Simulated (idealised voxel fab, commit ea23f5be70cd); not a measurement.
process module | voxel air gaps
cross-section cut | 280 nm wide | cells 5 nm
A cross-section is a grid of square cells, given in bands from the top down. A band is one or more rows of cells.
Each band's line starts with the height of the band's top and of its bottom, in nm. Then come its materials from left to right, each with its width in nm. One material with "throughout" fills the band from edge to edge. "air" is empty space.
Height 0 is the level under which the wafer as received is all one material. The lowest band goes on downwards, as in "0 down".
A width such as "30 to 40" changes by the same amount from each row of cells to the next, from the band's top row to its bottom row.
"no change" after a step means that no cell of the cross-section changed.
closed voids: empty space of 8 cells or more with no open way to the top, each as width x height at its distance from the left edge, in nm
after a step's settings: what the simulator itself notes on the step
overlay nm, on a step with a mask: how far to the right of its planned place the mask lay; to the left if negative
Each pair below shows a cross-section before one step and the cross-section after it, down to the lowest band that changed. The line under each pair gives the step between them, with its settings. The pairs can come from different runs of this module on the same starting wafer, so a pair continues from the pair above only where its "before" says so.
before
  0 down: Si throughout
  closed voids: none
after
  15 to 0: SiO2 throughout
  below 0: unchanged
  closed voids: none
the step between: op CONFORMAL_DEP | material SiO2 | thk nm 15
before: the cross-section after the pair above
after
  20 to 15: SiCN throughout
  below 15: unchanged
  closed voids: none
the step between: op CONFORMAL_DEP | material SiCN | thk nm 5
before: the cross-section after the pair above
after
  50 to 20: lowk throughout
  below 20: unchanged
  closed voids: none
the step between: op DIRECTIONAL_DEP | material lowk | thk nm 30
before: the cross-section after the pair above
after
  65 to 50: aC throughout
  below 50: unchanged
  closed voids: none
the step between: op DIRECTIONAL_DEP | material aC | thk nm 15
before: the cross-section after the pair above
after
  95 to 65: resist 55 | air 20 | resist 30 | air 20 | resist 30 | air 20 | resist 30 | air 20 | resist 55
  below 65: unchanged
  closed voids: none
the step between: op PATTERN | tone open | mask id LINES | material resist | width nm 20 | pitch nm 50 | thk nm 30 | overlay nm 0
before: the cross-section after the pair above
after
  80 to 65: resist 55 | air 20 | resist 30 | air 20 | resist 30 | air 20 | resist 30 | air 20 | resist 55
  65 to 50: aC 55 | air 20 | aC 30 | air 20 | aC 30 | air 20 | aC 30 | air 20 | aC 55
  below 50: unchanged
  closed voids: none
the step between: op DIRECTIONAL_ETCH | etch materials aC | depth nm 15
before: the cross-section after the pair above
after
  65 to 50: aC 55 | air 20 | aC 30 | air 20 | aC 30 | air 20 | aC 30 | air 20 | aC 55
  below 50: unchanged
  closed voids: none
the step between: op STRIP | etch materials resist
before: the cross-section after the pair above
after
  65 to 50: aC 55 | air 20 | aC 30 | air 20 | aC 30 | air 20 | aC 30 | air 20 | aC 55
  50 to 20: lowk 55 | air 20 | lowk 30 | air 20 | lowk 30 | air 20 | lowk 30 | air 20 | lowk 55
  below 20: unchanged
  closed voids: none
the step between: op DIRECTIONAL_ETCH | etch materials lowk | depth nm 30
before: the cross-section after the pair above
after
  50 to 20: lowk 55 | air 20 | lowk 30 | air 20 | lowk 30 | air 20 | lowk 30 | air 20 | lowk 55
  below 20: unchanged
  closed voids: none
the step between: op STRIP | etch materials aC
before: the cross-section after the pair above
after
  55 to 50: TiN 60 | air 10 | TiN 40 | air 10 | TiN 40 | air 10 | TiN 40 | air 10 | TiN 60
  50 to 25: lowk 55 | TiN 5 | air 10 | TiN 5 | lowk 30 | TiN 5 | air 10 | TiN 5 | lowk 30 | TiN 5 | air 10 | TiN 5 | lowk 30 | TiN 5 | air 10 | TiN 5 | lowk 55
  25 to 20: lowk 55 | TiN 20 | lowk 30 | TiN 20 | lowk 30 | TiN 20 | lowk 30 | TiN 20 | lowk 55
  below 20: unchanged
  closed voids: none
the step between: op CONFORMAL_DEP | material TiN | thk nm 5
before: the cross-section after the pair above
after
  60 to 55: Cu throughout
  55 to 50: TiN 60 | Cu 10 | TiN 40 | Cu 10 | TiN 40 | Cu 10 | TiN 40 | Cu 10 | TiN 60
  50 to 25: lowk 55 | TiN 5 | Cu 10 | TiN 5 | lowk 30 | TiN 5 | Cu 10 | TiN 5 | lowk 30 | TiN 5 | Cu 10 | TiN 5 | lowk 30 | TiN 5 | Cu 10 | TiN 5 | lowk 55
  below 25: unchanged
  closed voids: none
the step between: op FILL_DEP | material Cu | thk nm 5
before: the cross-section after the pair above
after
  50 to 25: lowk 55 | TiN 5 | Cu 10 | TiN 5 | lowk 30 | TiN 5 | Cu 10 | TiN 5 | lowk 30 | TiN 5 | Cu 10 | TiN 5 | lowk 30 | TiN 5 | Cu 10 | TiN 5 | lowk 55
  below 25: unchanged
  closed voids: none
the step between: op CMP | height nm 50
before: the cross-section after the pair above
after
  60 to 50: air 45 | Ru 40 | air 10 | Ru 40 | air 10 | Ru 40 | air 10 | Ru 40 | air 45
  below 50: unchanged
  closed voids: none
the step between: op EPI | material Ru | thk nm 10
before: the cross-section after the pair above
after
  60 to 50: air 45 | Ru 40 | air 10 | Ru 40 | air 10 | Ru 40 | air 10 | Ru 40 | air 45
  50 to 25: air 55 | TiN 5 | Cu 10 | TiN 5 | air 30 | TiN 5 | Cu 10 | TiN 5 | air 30 | TiN 5 | Cu 10 | TiN 5 | air 30 | TiN 5 | Cu 10 | TiN 5 | air 55
  25 to 20: air 55 | TiN 20 | air 30 | TiN 20 | air 30 | TiN 20 | air 30 | TiN 20 | air 55
  below 20: unchanged
  closed voids: none
the step between: op SELECTIVE_ETCH | etch materials lowk | depth nm 40
before: the cross-section after the pair above
after
  65 to 60: air 40 | SiCN 200 | air 40
  60 to 50: air 40 | SiCN 5 | Ru 40 | SiCN 10 | Ru 40 | SiCN 10 | Ru 40 | SiCN 10 | Ru 40 | SiCN 5 | air 40
  50 to 45: air 40 | SiCN 15 | TiN 5 | Cu 10 | TiN 5 | SiCN 30 | TiN 5 | Cu 10 | TiN 5 | SiCN 30 | TiN 5 | Cu 10 | TiN 5 | SiCN 30 | TiN 5 | Cu 10 | TiN 5 | SiCN 15 | air 40
  45 to 25: air 50 | SiCN 5 | TiN 5 | Cu 10 | TiN 5 | SiCN 5 | air 20 | SiCN 5 | TiN 5 | Cu 10 | TiN 5 | SiCN 5 | air 20 | SiCN 5 | TiN 5 | Cu 10 | TiN 5 | SiCN 5 | air 20 | SiCN 5 | TiN 5 | Cu 10 | TiN 5 | SiCN 5 | air 50
  25 to 20: SiCN 55 | TiN 20 | SiCN 30 | TiN 20 | SiCN 30 | TiN 20 | SiCN 30 | TiN 20 | SiCN 55
  below 20: unchanged
  closed voids: 20 x 20 at 80; 20 x 20 at 130; 20 x 20 at 180
the step between: op CONFORMAL_DEP | material SiCN | thk nm 5
before
  60 to 50: air 45 | Ru 40 | air 10 | Ru 40 | air 10 | Ru 40 | air 10 | Ru 40 | air 45
  50 to 25: lowk 55 | TiN 5 | Cu 10 | TiN 5 | lowk 30 | TiN 5 | Cu 10 | TiN 5 | lowk 30 | TiN 5 | Cu 10 | TiN 5 | lowk 30 | TiN 5 | Cu 10 | TiN 5 | lowk 55
  25 to 20: lowk 55 | TiN 20 | lowk 30 | TiN 20 | lowk 30 | TiN 20 | lowk 30 | TiN 20 | lowk 55
  20 to 15: SiCN throughout
  15 to 0: SiO2 throughout
  0 down: Si throughout
  closed voids: none
after
  70 to 50: air 35 | Ru 210 | air 35
  below 50: unchanged
  closed voids: none
the step between: op EPI | material Ru | thk nm 10
before: the cross-section after the pair above
after
  70 to 50: air 35 | Ru 210 | air 35
  50 to 25: air 55 | TiN 5 | Cu 10 | TiN 5 | lowk 30 | TiN 5 | Cu 10 | TiN 5 | lowk 30 | TiN 5 | Cu 10 | TiN 5 | lowk 30 | TiN 5 | Cu 10 | TiN 5 | air 55
  25 to 20: air 55 | TiN 20 | lowk 30 | TiN 20 | lowk 30 | TiN 20 | lowk 30 | TiN 20 | air 55
  below 20: unchanged
  closed voids: none
the step between: op SELECTIVE_ETCH | etch materials lowk | depth nm 40
before: the cross-section after the pair above
after
  75 to 70: air 30 | SiCN 220 | air 30
  70 to 50: air 30 | SiCN 5 | Ru 210 | SiCN 5 | air 30
  50 to 45: air 30 | SiCN 25 | TiN 5 | Cu 10 | TiN 5 | lowk 30 | TiN 5 | Cu 10 | TiN 5 | lowk 30 | TiN 5 | Cu 10 | TiN 5 | lowk 30 | TiN 5 | Cu 10 | TiN 5 | SiCN 25 | air 30
  45 to 25: air 50 | SiCN 5 | TiN 5 | Cu 10 | TiN 5 | lowk 30 | TiN 5 | Cu 10 | TiN 5 | lowk 30 | TiN 5 | Cu 10 | TiN 5 | lowk 30 | TiN 5 | Cu 10 | TiN 5 | SiCN 5 | air 50
  25 to 20: SiCN 55 | TiN 20 | lowk 30 | TiN 20 | lowk 30 | TiN 20 | lowk 30 | TiN 20 | SiCN 55
  below 20: unchanged
  closed voids: none
the step between: op CONFORMAL_DEP | material SiCN | thk nm 5
before
  50 to 25: lowk 55 | TiN 5 | Cu 10 | TiN 5 | lowk 30 | TiN 5 | Cu 10 | TiN 5 | lowk 30 | TiN 5 | Cu 10 | TiN 5 | lowk 30 | TiN 5 | Cu 10 | TiN 5 | lowk 55
  25 to 20: lowk 55 | TiN 20 | lowk 30 | TiN 20 | lowk 30 | TiN 20 | lowk 30 | TiN 20 | lowk 55
  20 to 15: SiCN throughout
  15 to 0: SiO2 throughout
  0 down: Si throughout
  closed voids: none
after
  50 to 25: air 55 | TiN 5 | Cu 10 | TiN 5 | air 30 | TiN 5 | Cu 10 | TiN 5 | air 30 | TiN 5 | Cu 10 | TiN 5 | air 30 | TiN 5 | Cu 10 | TiN 5 | air 55
  25 to 20: air 55 | TiN 20 | air 30 | TiN 20 | air 30 | TiN 20 | air 30 | TiN 20 | air 55
  below 20: unchanged
  closed voids: none
the step between: op SELECTIVE_ETCH | etch materials lowk | depth nm 40
before: the cross-section after the pair above
after
  60 to 50: air 45 | Ru 40 | air 10 | Ru 40 | air 10 | Ru 40 | air 10 | Ru 40 | air 45
  50 to 25: air 45 | Ru 10 | TiN 5 | Cu 10 | TiN 5 | Ru 10 | air 10 | Ru 10 | TiN 5 | Cu 10 | TiN 5 | Ru 10 | air 10 | Ru 10 | TiN 5 | Cu 10 | TiN 5 | Ru 10 | air 10 | Ru 10 | TiN 5 | Cu 10 | TiN 5 | Ru 10 | air 45
  25 to 20: air 45 | Ru 10 | TiN 20 | Ru 10 | air 10 | Ru 10 | TiN 20 | Ru 10 | air 10 | Ru 10 | TiN 20 | Ru 10 | air 10 | Ru 10 | TiN 20 | Ru 10 | air 45
  below 20: unchanged
  closed voids: none
the step between: op EPI | material Ru | thk nm 10
before: the cross-section after the pair above
after
  65 to 60: air 40 | SiCN 200 | air 40
  60 to 50: air 40 | SiCN 5 | Ru 40 | SiCN 10 | Ru 40 | SiCN 10 | Ru 40 | SiCN 10 | Ru 40 | SiCN 5 | air 40
  50 to 25: air 40 | SiCN 5 | Ru 10 | TiN 5 | Cu 10 | TiN 5 | Ru 10 | SiCN 10 | Ru 10 | TiN 5 | Cu 10 | TiN 5 | Ru 10 | SiCN 10 | Ru 10 | TiN 5 | Cu 10 | TiN 5 | Ru 10 | SiCN 10 | Ru 10 | TiN 5 | Cu 10 | TiN 5 | Ru 10 | SiCN 5 | air 40
  25 to 20: SiCN 45 | Ru 10 | TiN 20 | Ru 10 | SiCN 10 | Ru 10 | TiN 20 | Ru 10 | SiCN 10 | Ru 10 | TiN 20 | Ru 10 | SiCN 10 | Ru 10 | TiN 20 | Ru 10 | SiCN 45
  below 20: unchanged
  closed voids: none
the step between: op CONFORMAL_DEP | material SiCN | thk nm 5
before
  20 to 15: SiCN throughout
  15 to 0: SiO2 throughout
  0 down: Si throughout
  closed voids: none
after
  45 to 20: lowk throughout
  below 20: unchanged
  closed voids: none
the step between: op DIRECTIONAL_DEP | material lowk | thk nm 25
before: the cross-section after the pair above
after
  60 to 45: aC throughout
  below 45: unchanged
  closed voids: none
the step between: op DIRECTIONAL_DEP | material aC | thk nm 15
before: the cross-section after the pair above
after
  90 to 60: resist 55 | air 20 | resist 30 | air 20 | resist 30 | air 20 | resist 30 | air 20 | resist 55
  below 60: unchanged
  closed voids: none
the step between: op PATTERN | tone open | mask id LINES | material resist | width nm 20 | pitch nm 50 | thk nm 30 | overlay nm 0
before: the cross-section after the pair above
after
  75 to 60: resist 55 | air 20 | resist 30 | air 20 | resist 30 | air 20 | resist 30 | air 20 | resist 55
  60 to 45: aC 55 | air 20 | aC 30 | air 20 | aC 30 | air 20 | aC 30 | air 20 | aC 55
  below 45: unchanged
  closed voids: none
the step between: op DIRECTIONAL_ETCH | etch materials aC | depth nm 15
before: the cross-section after the pair above
after
  60 to 45: aC 55 | air 20 | aC 30 | air 20 | aC 30 | air 20 | aC 30 | air 20 | aC 55
  below 45: unchanged
  closed voids: none
the step between: op STRIP | etch materials resist
before: the cross-section after the pair above
after
  60 to 45: aC 55 | air 20 | aC 30 | air 20 | aC 30 | air 20 | aC 30 | air 20 | aC 55
  45 to 20: lowk 55 | air 20 | lowk 30 | air 20 | lowk 30 | air 20 | lowk 30 | air 20 | lowk 55
  below 20: unchanged
  closed voids: none
the step between: op DIRECTIONAL_ETCH | etch materials lowk | depth nm 30
before: the cross-section after the pair above
after
  45 to 20: lowk 55 | air 20 | lowk 30 | air 20 | lowk 30 | air 20 | lowk 30 | air 20 | lowk 55
  below 20: unchanged
  closed voids: none
the step between: op STRIP | etch materials aC
before: the cross-section after the pair above
after
  50 to 45: TiN 60 | air 10 | TiN 40 | air 10 | TiN 40 | air 10 | TiN 40 | air 10 | TiN 60
  45 to 25: lowk 55 | TiN 5 | air 10 | TiN 5 | lowk 30 | TiN 5 | air 10 | TiN 5 | lowk 30 | TiN 5 | air 10 | TiN 5 | lowk 30 | TiN 5 | air 10 | TiN 5 | lowk 55
  25 to 20: lowk 55 | TiN 20 | lowk 30 | TiN 20 | lowk 30 | TiN 20 | lowk 30 | TiN 20 | lowk 55
  below 20: unchanged
  closed voids: none
the step between: op CONFORMAL_DEP | material TiN | thk nm 5
before: the cross-section after the pair above
after
  55 to 50: Cu throughout
  50 to 45: TiN 60 | Cu 10 | TiN 40 | Cu 10 | TiN 40 | Cu 10 | TiN 40 | Cu 10 | TiN 60
  45 to 25: lowk 55 | TiN 5 | Cu 10 | TiN 5 | lowk 30 | TiN 5 | Cu 10 | TiN 5 | lowk 30 | TiN 5 | Cu 10 | TiN 5 | lowk 30 | TiN 5 | Cu 10 | TiN 5 | lowk 55
  below 25: unchanged
  closed voids: none
the step between: op FILL_DEP | material Cu | thk nm 5
before: the cross-section after the pair above
after
  50 to 45: TiN 60 | Cu 10 | TiN 40 | Cu 10 | TiN 40 | Cu 10 | TiN 40 | Cu 10 | TiN 60
  below 45: unchanged
  closed voids: none
the step between: op CMP | height nm 50
before: the cross-section after the pair above
after
  60 to 50: Ru throughout
  below 50: unchanged
  closed voids: none
the step between: op EPI | material Ru | thk nm 10
before: the cross-section after the pair above
after
  65 to 60: SiCN throughout
  below 60: unchanged
  closed voids: none
the step between: op CONFORMAL_DEP | material SiCN | thk nm 5
before
  65 to 50: aC throughout
  50 to 20: lowk throughout
  20 to 15: SiCN throughout
  15 to 0: SiO2 throughout
  0 down: Si throughout
  closed voids: none
after
  95 to 65: resist 60 | air 15 | resist 35 | air 15 | resist 35 | air 15 | resist 35 | air 15 | resist 55
  below 65: unchanged
  closed voids: none
the step between: op PATTERN | tone open | mask id LINES | material resist | width nm 15 | pitch nm 50 | thk nm 30 | overlay nm 0
before: the cross-section after the pair above
after
  80 to 65: resist 60 | air 15 | resist 35 | air 15 | resist 35 | air 15 | resist 35 | air 15 | resist 55
  65 to 50: aC 60 | air 15 | aC 35 | air 15 | aC 35 | air 15 | aC 35 | air 15 | aC 55
  below 50: unchanged
  closed voids: none
the step between: op DIRECTIONAL_ETCH | etch materials aC | depth nm 15
before: the cross-section after the pair above
after
  65 to 50: aC 60 | air 15 | aC 35 | air 15 | aC 35 | air 15 | aC 35 | air 15 | aC 55
  below 50: unchanged
  closed voids: none
the step between: op STRIP | etch materials resist
before: the cross-section after the pair above
after
  65 to 50: aC 60 | air 15 | aC 35 | air 15 | aC 35 | air 15 | aC 35 | air 15 | aC 55
  50 to 20: lowk 60 | air 15 | lowk 35 | air 15 | lowk 35 | air 15 | lowk 35 | air 15 | lowk 55
  below 20: unchanged
  closed voids: none
the step between: op DIRECTIONAL_ETCH | etch materials lowk | depth nm 30
before: the cross-section after the pair above
after
  50 to 20: lowk 60 | air 15 | lowk 35 | air 15 | lowk 35 | air 15 | lowk 35 | air 15 | lowk 55
  below 20: unchanged
  closed voids: none
the step between: op STRIP | etch materials aC
before: the cross-section after the pair above
after
  55 to 50: TiN 65 | air 5 | TiN 45 | air 5 | TiN 45 | air 5 | TiN 45 | air 5 | TiN 60
  50 to 25: lowk 60 | TiN 5 | air 5 | TiN 5 | lowk 35 | TiN 5 | air 5 | TiN 5 | lowk 35 | TiN 5 | air 5 | TiN 5 | lowk 35 | TiN 5 | air 5 | TiN 5 | lowk 55
  25 to 20: lowk 60 | TiN 15 | lowk 35 | TiN 15 | lowk 35 | TiN 15 | lowk 35 | TiN 15 | lowk 55
  below 20: unchanged
  closed voids: none
the step between: op CONFORMAL_DEP | material TiN | thk nm 5
before: the cross-section after the pair above
after
  60 to 55: Cu throughout
  55 to 50: TiN 65 | Cu 5 | TiN 45 | Cu 5 | TiN 45 | Cu 5 | TiN 45 | Cu 5 | TiN 60
  50 to 25: lowk 60 | TiN 5 | Cu 5 | TiN 5 | lowk 35 | TiN 5 | Cu 5 | TiN 5 | lowk 35 | TiN 5 | Cu 5 | TiN 5 | lowk 35 | TiN 5 | Cu 5 | TiN 5 | lowk 55
  below 25: unchanged
  closed voids: none
the step between: op FILL_DEP | material Cu | thk nm 5
before: the cross-section after the pair above
after
  50 to 25: lowk 60 | TiN 5 | Cu 5 | TiN 5 | lowk 35 | TiN 5 | Cu 5 | TiN 5 | lowk 35 | TiN 5 | Cu 5 | TiN 5 | lowk 35 | TiN 5 | Cu 5 | TiN 5 | lowk 55
  below 25: unchanged
  closed voids: none
the step between: op CMP | height nm 50
before: the cross-section after the pair above
after
  60 to 50: air 50 | Ru 35 | air 15 | Ru 35 | air 15 | Ru 35 | air 15 | Ru 35 | air 45
  below 50: unchanged
  closed voids: none
the step between: op EPI | material Ru | thk nm 10
before: the cross-section after the pair above
after
  60 to 50: air 50 | Ru 35 | air 15 | Ru 35 | air 15 | Ru 35 | air 15 | Ru 35 | air 45
  50 to 25: air 60 | TiN 5 | Cu 5 | TiN 5 | air 35 | TiN 5 | Cu 5 | TiN 5 | air 35 | TiN 5 | Cu 5 | TiN 5 | air 35 | TiN 5 | Cu 5 | TiN 5 | air 55
  25 to 20: air 60 | TiN 15 | air 35 | TiN 15 | air 35 | TiN 15 | air 35 | TiN 15 | air 55
  below 20: unchanged
  closed voids: none
the step between: op SELECTIVE_ETCH | etch materials lowk | depth nm 40
before: the cross-section after the pair above
after
  65 to 60: air 45 | SiCN 45 | air 5 | SiCN 45 | air 5 | SiCN 45 | air 5 | SiCN 45 | air 40
  60 to 50: air 45 | SiCN 5 | Ru 35 | SiCN 5 | air 5 | SiCN 5 | Ru 35 | SiCN 5 | air 5 | SiCN 5 | Ru 35 | SiCN 5 | air 5 | SiCN 5 | Ru 35 | SiCN 5 | air 40
  50 to 45: air 45 | SiCN 15 | TiN 5 | Cu 5 | TiN 5 | SiCN 15 | air 5 | SiCN 15 | TiN 5 | Cu 5 | TiN 5 | SiCN 15 | air 5 | SiCN 15 | TiN 5 | Cu 5 | TiN 5 | SiCN 15 | air 5 | SiCN 15 | TiN 5 | Cu 5 | TiN 5 | SiCN 15 | air 40
  45 to 25: air 55 | SiCN 5 | TiN 5 | Cu 5 | TiN 5 | SiCN 5 | air 25 | SiCN 5 | TiN 5 | Cu 5 | TiN 5 | SiCN 5 | air 25 | SiCN 5 | TiN 5 | Cu 5 | TiN 5 | SiCN 5 | air 25 | SiCN 5 | TiN 5 | Cu 5 | TiN 5 | SiCN 5 | air 50
  25 to 20: SiCN 60 | TiN 15 | SiCN 35 | TiN 15 | SiCN 35 | TiN 15 | SiCN 35 | TiN 15 | SiCN 55
  below 20: unchanged
  closed voids: none
the step between: op CONFORMAL_DEP | material SiCN | thk nm 5
before
  65 to 50: aC throughout
  50 to 20: lowk throughout
  20 to 15: SiCN throughout
  15 to 0: SiO2 throughout
  0 down: Si throughout
  closed voids: none
after
  95 to 65: resist 65 | air 20 | resist 30 | air 20 | resist 30 | air 20 | resist 30 | air 20 | resist 45
  below 65: unchanged
  closed voids: none
the step between: op PATTERN | tone open | mask id LINES | material resist | width nm 20 | pitch nm 50 | thk nm 30 | overlay nm 10
before: the cross-section after the pair above
after
  80 to 65: resist 65 | air 20 | resist 30 | air 20 | resist 30 | air 20 | resist 30 | air 20 | resist 45
  65 to 50: aC 65 | air 20 | aC 30 | air 20 | aC 30 | air 20 | aC 30 | air 20 | aC 45
  below 50: unchanged
  closed voids: none
the step between: op DIRECTIONAL_ETCH | etch materials aC | depth nm 15
before: the cross-section after the pair above
after
  65 to 50: aC 65 | air 20 | aC 30 | air 20 | aC 30 | air 20 | aC 30 | air 20 | aC 45
  below 50: unchanged
  closed voids: none
the step between: op STRIP | etch materials resist
before: the cross-section after the pair above
after
  65 to 50: aC 65 | air 20 | aC 30 | air 20 | aC 30 | air 20 | aC 30 | air 20 | aC 45
  50 to 20: lowk 65 | air 20 | lowk 30 | air 20 | lowk 30 | air 20 | lowk 30 | air 20 | lowk 45
  below 20: unchanged
  closed voids: none
the step between: op DIRECTIONAL_ETCH | etch materials lowk | depth nm 30
before: the cross-section after the pair above
after
  50 to 20: lowk 65 | air 20 | lowk 30 | air 20 | lowk 30 | air 20 | lowk 30 | air 20 | lowk 45
  below 20: unchanged
  closed voids: none
the step between: op STRIP | etch materials aC
before: the cross-section after the pair above
after
  55 to 50: TiN 70 | air 10 | TiN 40 | air 10 | TiN 40 | air 10 | TiN 40 | air 10 | TiN 50
  50 to 25: lowk 65 | TiN 5 | air 10 | TiN 5 | lowk 30 | TiN 5 | air 10 | TiN 5 | lowk 30 | TiN 5 | air 10 | TiN 5 | lowk 30 | TiN 5 | air 10 | TiN 5 | lowk 45
  25 to 20: lowk 65 | TiN 20 | lowk 30 | TiN 20 | lowk 30 | TiN 20 | lowk 30 | TiN 20 | lowk 45
  below 20: unchanged
  closed voids: none
the step between: op CONFORMAL_DEP | material TiN | thk nm 5
before: the cross-section after the pair above
after
  60 to 55: Cu throughout
  55 to 50: TiN 70 | Cu 10 | TiN 40 | Cu 10 | TiN 40 | Cu 10 | TiN 40 | Cu 10 | TiN 50
  50 to 25: lowk 65 | TiN 5 | Cu 10 | TiN 5 | lowk 30 | TiN 5 | Cu 10 | TiN 5 | lowk 30 | TiN 5 | Cu 10 | TiN 5 | lowk 30 | TiN 5 | Cu 10 | TiN 5 | lowk 45
  below 25: unchanged
  closed voids: none
the step between: op FILL_DEP | material Cu | thk nm 5
before: the cross-section after the pair above
after
  50 to 25: lowk 65 | TiN 5 | Cu 10 | TiN 5 | lowk 30 | TiN 5 | Cu 10 | TiN 5 | lowk 30 | TiN 5 | Cu 10 | TiN 5 | lowk 30 | TiN 5 | Cu 10 | TiN 5 | lowk 45
  below 25: unchanged
  closed voids: none
the step between: op CMP | height nm 50
before: the cross-section after the pair above
after
  60 to 50: air 55 | Ru 40 | air 10 | Ru 40 | air 10 | Ru 40 | air 10 | Ru 40 | air 35
  below 50: unchanged
  closed voids: none
the step between: op EPI | material Ru | thk nm 10
before: the cross-section after the pair above
after
  60 to 50: air 55 | Ru 40 | air 10 | Ru 40 | air 10 | Ru 40 | air 10 | Ru 40 | air 35
  50 to 25: air 65 | TiN 5 | Cu 10 | TiN 5 | air 30 | TiN 5 | Cu 10 | TiN 5 | air 30 | TiN 5 | Cu 10 | TiN 5 | air 30 | TiN 5 | Cu 10 | TiN 5 | air 45
  25 to 20: air 65 | TiN 20 | air 30 | TiN 20 | air 30 | TiN 20 | air 30 | TiN 20 | air 45
  below 20: unchanged
  closed voids: none
the step between: op SELECTIVE_ETCH | etch materials lowk | depth nm 40
before: the cross-section after the pair above
after
  65 to 60: air 50 | SiCN 200 | air 30
  60 to 50: air 50 | SiCN 5 | Ru 40 | SiCN 10 | Ru 40 | SiCN 10 | Ru 40 | SiCN 10 | Ru 40 | SiCN 5 | air 30
  50 to 45: air 50 | SiCN 15 | TiN 5 | Cu 10 | TiN 5 | SiCN 30 | TiN 5 | Cu 10 | TiN 5 | SiCN 30 | TiN 5 | Cu 10 | TiN 5 | SiCN 30 | TiN 5 | Cu 10 | TiN 5 | SiCN 15 | air 30
  45 to 25: air 60 | SiCN 5 | TiN 5 | Cu 10 | TiN 5 | SiCN 5 | air 20 | SiCN 5 | TiN 5 | Cu 10 | TiN 5 | SiCN 5 | air 20 | SiCN 5 | TiN 5 | Cu 10 | TiN 5 | SiCN 5 | air 20 | SiCN 5 | TiN 5 | Cu 10 | TiN 5 | SiCN 5 | air 40
  25 to 20: SiCN 65 | TiN 20 | SiCN 30 | TiN 20 | SiCN 30 | TiN 20 | SiCN 30 | TiN 20 | SiCN 45
  below 20: unchanged
  closed voids: 20 x 20 at 90; 20 x 20 at 140; 20 x 20 at 190
the step between: op CONFORMAL_DEP | material SiCN | thk nm 5
before
  0 down: Si throughout
  closed voids: none
after
  15 to 0: aC throughout
  below 0: unchanged
  closed voids: none
the step between: op CONFORMAL_DEP | material aC | thk nm 15
before: the cross-section after the pair above
after
  20 to 15: SiCN throughout
  below 15: unchanged
  closed voids: none
the step between: op CONFORMAL_DEP | material SiCN | thk nm 5
before: the cross-section after the pair above
after
  50 to 20: lowk throughout
  below 20: unchanged
  closed voids: none
the step between: op DIRECTIONAL_DEP | material lowk | thk nm 30
before: the cross-section after the pair above
after
  65 to 50: aC throughout
  below 50: unchanged
  closed voids: none
the step between: op DIRECTIONAL_DEP | material aC | thk nm 15
before: the cross-section after the pair above
after
  95 to 65: resist 55 | air 20 | resist 30 | air 20 | resist 30 | air 20 | resist 30 | air 20 | resist 55
  below 65: unchanged
  closed voids: none
the step between: op PATTERN | tone open | mask id LINES | material resist | width nm 20 | pitch nm 50 | thk nm 30 | overlay nm 0
before: the cross-section after the pair above
after
  80 to 65: resist 55 | air 20 | resist 30 | air 20 | resist 30 | air 20 | resist 30 | air 20 | resist 55
  65 to 50: aC 55 | air 20 | aC 30 | air 20 | aC 30 | air 20 | aC 30 | air 20 | aC 55
  below 50: unchanged
  closed voids: none
the step between: op DIRECTIONAL_ETCH | etch materials aC | depth nm 15
before: the cross-section after the pair above
after
  65 to 50: aC 55 | air 20 | aC 30 | air 20 | aC 30 | air 20 | aC 30 | air 20 | aC 55
  below 50: unchanged
  closed voids: none
the step between: op STRIP | etch materials resist
before: the cross-section after the pair above
after
  65 to 50: aC 55 | air 20 | aC 30 | air 20 | aC 30 | air 20 | aC 30 | air 20 | aC 55
  50 to 20: lowk 55 | air 20 | lowk 30 | air 20 | lowk 30 | air 20 | lowk 30 | air 20 | lowk 55
  below 20: unchanged
  closed voids: none
the step between: op DIRECTIONAL_ETCH | etch materials lowk | depth nm 30
before: the cross-section after the pair above
after
  50 to 20: lowk 55 | air 20 | lowk 30 | air 20 | lowk 30 | air 20 | lowk 30 | air 20 | lowk 55
  below 20: unchanged
  closed voids: none
the step between: op STRIP | etch materials aC
before: the cross-section after the pair above
after
  55 to 50: TiN 60 | air 10 | TiN 40 | air 10 | TiN 40 | air 10 | TiN 40 | air 10 | TiN 60
  50 to 25: lowk 55 | TiN 5 | air 10 | TiN 5 | lowk 30 | TiN 5 | air 10 | TiN 5 | lowk 30 | TiN 5 | air 10 | TiN 5 | lowk 30 | TiN 5 | air 10 | TiN 5 | lowk 55
  25 to 20: lowk 55 | TiN 20 | lowk 30 | TiN 20 | lowk 30 | TiN 20 | lowk 30 | TiN 20 | lowk 55
  below 20: unchanged
  closed voids: none
the step between: op CONFORMAL_DEP | material TiN | thk nm 5
before: the cross-section after the pair above
after
  60 to 55: Cu throughout
  55 to 50: TiN 60 | Cu 10 | TiN 40 | Cu 10 | TiN 40 | Cu 10 | TiN 40 | Cu 10 | TiN 60
  50 to 25: lowk 55 | TiN 5 | Cu 10 | TiN 5 | lowk 30 | TiN 5 | Cu 10 | TiN 5 | lowk 30 | TiN 5 | Cu 10 | TiN 5 | lowk 30 | TiN 5 | Cu 10 | TiN 5 | lowk 55
  below 25: unchanged
  closed voids: none
the step between: op FILL_DEP | material Cu | thk nm 5
before: the cross-section after the pair above
after
  50 to 25: lowk 55 | TiN 5 | Cu 10 | TiN 5 | lowk 30 | TiN 5 | Cu 10 | TiN 5 | lowk 30 | TiN 5 | Cu 10 | TiN 5 | lowk 30 | TiN 5 | Cu 10 | TiN 5 | lowk 55
  below 25: unchanged
  closed voids: none
the step between: op CMP | height nm 50
before: the cross-section after the pair above
after
  60 to 50: air 45 | Ru 40 | air 10 | Ru 40 | air 10 | Ru 40 | air 10 | Ru 40 | air 45
  below 50: unchanged
  closed voids: none
the step between: op EPI | material Ru | thk nm 10
before: the cross-section after the pair above
after
  60 to 50: air 45 | Ru 40 | air 10 | Ru 40 | air 10 | Ru 40 | air 10 | Ru 40 | air 45
  50 to 25: air 55 | TiN 5 | Cu 10 | TiN 5 | air 30 | TiN 5 | Cu 10 | TiN 5 | air 30 | TiN 5 | Cu 10 | TiN 5 | air 30 | TiN 5 | Cu 10 | TiN 5 | air 55
  25 to 20: air 55 | TiN 20 | air 30 | TiN 20 | air 30 | TiN 20 | air 30 | TiN 20 | air 55
  below 20: unchanged
  closed voids: none
the step between: op SELECTIVE_ETCH | etch materials lowk | depth nm 40
